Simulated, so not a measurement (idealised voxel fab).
voxel trench capacitor: a process module
cross-section cut | 225 nm wide | cells 5 nm
A cross-section is written here as square cells arranged in a grid, and it is given in bands from the top down, each band taking up one or more rows of cells.
Heads up on the band format: heights come first, top then bottom, in nm. After that it's the materials left to right, each with its width in nm. A single material flagged "throughout" fills the whole band edge to edge, and "blank" means there's empty space there.
A quick word on heights: they are counted from 0, and under that level the wafer as it came to us is one material throughout. The lowest band is different from the rest in having no bottom; it simply continues downward, written as in "0..down".
Note: "30->40" means the width goes from the first number (top row of the band) to the second number (bottom row) in equal steps per row of cells.
"remained unchanged" (step): cross-section cells unchanged, all of them.
What "Unvented internal voids" gives you is every empty space of 8 cells or more that is cut off from the top. Each appears as width x height at distance, with the distance taken from the left edge and width, height and distance all in nm.
On a step's line, text after the settings is the simulator commenting on that step.
Regarding "overlay nm": on a step with a mask, it is the distance the mask lay to the right of its planned place; a negative value places it to the left.
Steps planned for the process
1 RECEIVE,material Si
2 CONFORMAL_DEP,material SiN,thk nm 5
3 PATTERN,tone open,mask id TRENCH,material resist,width nm 25,pitch nm 50,thk nm 20,overlay nm 0
4 DIRECTIONAL_ETCH,etch materials SiN,depth nm 5
5 DIRECTIONAL_ETCH,etch materials Si,depth nm 35
6 STRIP,etch materials resist
7 CONFORMAL_DEP,material Al2O3,thk nm 5
8 FILL_DEP,material polySi,thk nm 5
9 CMP,height nm 5
Cross-section of the wafer as it came to us, i.e., already through step 1
	0..down: Si throughout
	Unvented internal voids: none
Wafer cross-section at end of module: start and plan as shown above, one execution error
	5..0: SiN (55), Al2O3 (5), polySi (15), Al2O3 (5), SiN (25), Al2O3 (5), polySi (15), Al2O3 (5), SiN (25), Al2O3 (5), polySi (15), Al2O3 (5), SiN (45)
	0..-30: Si (55), Al2O3 (5), polySi (15), Al2O3 (5), Si (25), Al2O3 (5), polySi (15), Al2O3 (5), Si (25), Al2O3 (5), polySi (15), Al2O3 (5), Si (45)
	-30..-35: Si (55), Al2O3 (25), Si (25), Al2O3 (25), Si (25), Al2O3 (25), Si (45)
	-35..down: Si throughout
	Unvented internal voids: none
Misprocessing identified: in deviation from the planned setting, step 3 was conducted as PATTERN,tone open,mask id TRENCH,material resist,width nm 25,pitch nm 50,thk nm 20,overlay nm 5
